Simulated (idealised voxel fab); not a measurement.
Title: Process Module voxel gate over fins
It is cross-section cut that appears here, measuring 260 nm in width, its square cells being 5 nm in size.
This document writes a cross-section as a grid whose cells are square, and gives it as bands, listed from the top down; one or more rows of cells form a band. Basically the band line says how high the top is and how high the bottom is, in nm, and then what's in it from left to right, every material with its width in nm. Empty space shows up as "empty", and if a single material carries "full width" it runs the full band edge to edge. Height reference: 0 = level under which incoming wafer is all one material. Lowest band: no bottom, runs on downward, e.g. "0 -> down". Read "30 to 40" as a graded width: first number on top, second number at the bottom, same change between each pair of neighbouring rows. "no modification" (step): cross-section cells unchanged, all of them. Closed-off voids of 8+ cells (no open route to the top) go in "closed voids", written width x height at distance from the left edge, in nm. Post-settings text on a step line: simulator's own remark regarding the step. "overlay nm" denotes, for a step that has a mask, the displacement of the mask to the right of its planned place, with negative values corresponding to the left.
Steps planned for the process
1) RECEIVE: material Si
2) CONFORMAL_DEP: material SiN, thk nm 5
3) DIRECTIONAL_DEP: material aC, thk nm 15
4) PATTERN: tone cover, mask id FINS, material resist, width nm 15, pitch nm 40, thk nm 30, overlay nm 0
5) DIRECTIONAL_ETCH: etch materials aC, depth nm 15
6) STRIP: etch materials resist
7) DIRECTIONAL_ETCH: etch materials SiN, depth nm 5
8) DIRECTIONAL_ETCH: etch materials Si, depth nm 35
9) STRIP: etch materials aC
10) OXIDIZE: depth nm 5
11) FILL_DEP: material SiO2, thk nm 10
12) CMP: height nm 5
13) SELECTIVE_ETCH: etch materials SiO2, depth nm 15
14) STRIP: etch materials SiN
15) CONFORMAL_DEP: material HfO2, thk nm 5
16) CONFORMAL_DEP: material TiN, thk nm 5
17) FILL_DEP: material W, thk nm 15
18) CMP: height nm 20
19) CONFORMAL_DEP: material SiCN, thk nm 10
Incoming wafer, cross-sectional view, post step 1
* 0 -> down  Si full width
* closed voids: none
Sectioned view, first of two wafers, at the close of the module, processed as intended in the plan
* 30 -> 20  SiCN full width
* 20 -> 10  W full width
* 10 -> 5  W 55 nm | TiN 25 nm | W 15 nm | TiN 25 nm | W 15 nm | TiN 25 nm | W 15 nm | TiN 25 nm | W 60 nm
* 5 -> 0  W 55 nm | TiN 5 nm | HfO2 15 nm | TiN 5 nm | W 15 nm | TiN 5 nm | HfO2 15 nm | TiN 5 nm | W 15 nm | TiN 5 nm | HfO2 15 nm | TiN 5 nm | W 15 nm | TiN 5 nm | HfO2 15 nm | TiN 5 nm | W 60 nm
* 0 -> -5  TiN 60 nm | HfO2 5 nm | Si 5 nm | HfO2 5 nm | TiN 25 nm | HfO2 5 nm | Si 5 nm | HfO2 5 nm | TiN 25 nm | HfO2 5 nm | Si 5 nm | HfO2 5 nm | TiN 25 nm | HfO2 5 nm | Si 5 nm | HfO2 5 nm | TiN 65 nm
* -5 -> -10  HfO2 65 nm | Si 5 nm | HfO2 35 nm | Si 5 nm | HfO2 35 nm | Si 5 nm | HfO2 35 nm | Si 5 nm | HfO2 70 nm
* -10 -> -40  SiO2 65 nm | Si 5 nm | SiO2 35 nm | Si 5 nm | SiO2 35 nm | Si 5 nm | SiO2 35 nm | Si 5 nm | SiO2 70 nm
* -40 -> down  Si full width
* closed voids: none
Presented here is a cross-section of the second of the two wafers as it stood at the end of the module. It was started in the same manner and assigned the same plan as the first wafer; however, one mistake was made in its execution
* 30 -> 20  SiCN full width
* 20 -> 10  W full width
* 10 -> 5  W 55 nm | TiN 25 nm | W 15 nm | TiN 25 nm | W 15 nm | TiN 25 nm | W 15 nm | TiN 25 nm | W 60 nm
* 5 -> 0  W 55 nm | TiN 5 nm | HfO2 15 nm | TiN 5 nm | W 15 nm | TiN 5 nm | HfO2 15 nm | TiN 5 nm | W 15 nm | TiN 5 nm | HfO2 15 nm | TiN 5 nm | W 15 nm | TiN 5 nm | HfO2 15 nm | TiN 5 nm | W 60 nm
* 0 -> -10  W 55 nm | TiN 5 nm | HfO2 5 nm | Si 5 nm | HfO2 5 nm | TiN 5 nm | W 15 nm | TiN 5 nm | HfO2 5 nm | Si 5 nm | HfO2 5 nm | TiN 5 nm | W 15 nm | TiN 5 nm | HfO2 5 nm | Si 5 nm | HfO2 5 nm | TiN 5 nm | W 15 nm | TiN 5 nm | HfO2 5 nm | Si 5 nm | HfO2 5 nm | TiN 5 nm | W 60 nm
* -10 -> -15  TiN 60 nm | HfO2 5 nm | Si 5 nm | HfO2 5 nm | TiN 25 nm | HfO2 5 nm | Si 5 nm | HfO2 5 nm | TiN 25 nm | HfO2 5 nm | Si 5 nm | HfO2 5 nm | TiN 25 nm | HfO2 5 nm | Si 5 nm | HfO2 5 nm | TiN 65 nm
* -15 -> -20  HfO2 65 nm | Si 5 nm | HfO2 35 nm | Si 5 nm | HfO2 35 nm | Si 5 nm | HfO2 35 nm | Si 5 nm | HfO2 70 nm
* -20 -> -40  SiO2 65 nm | Si 5 nm | SiO2 35 nm | Si 5 nm | SiO2 35 nm | Si 5 nm | SiO2 35 nm | Si 5 nm | SiO2 70 nm
* -40 -> down  Si full width
* closed voids: none
Finding, execution versus plan: step 13 was processed under conditions differing from the plan, specifically as SELECTIVE_ETCH: etch materials SiO2, depth nm 25
At the finish, the second wafer shows more or fewer cells for some materials than the first does: 16 more of HfO2; 96 fewer of SiO2; 16 more of TiN; 64 more of W
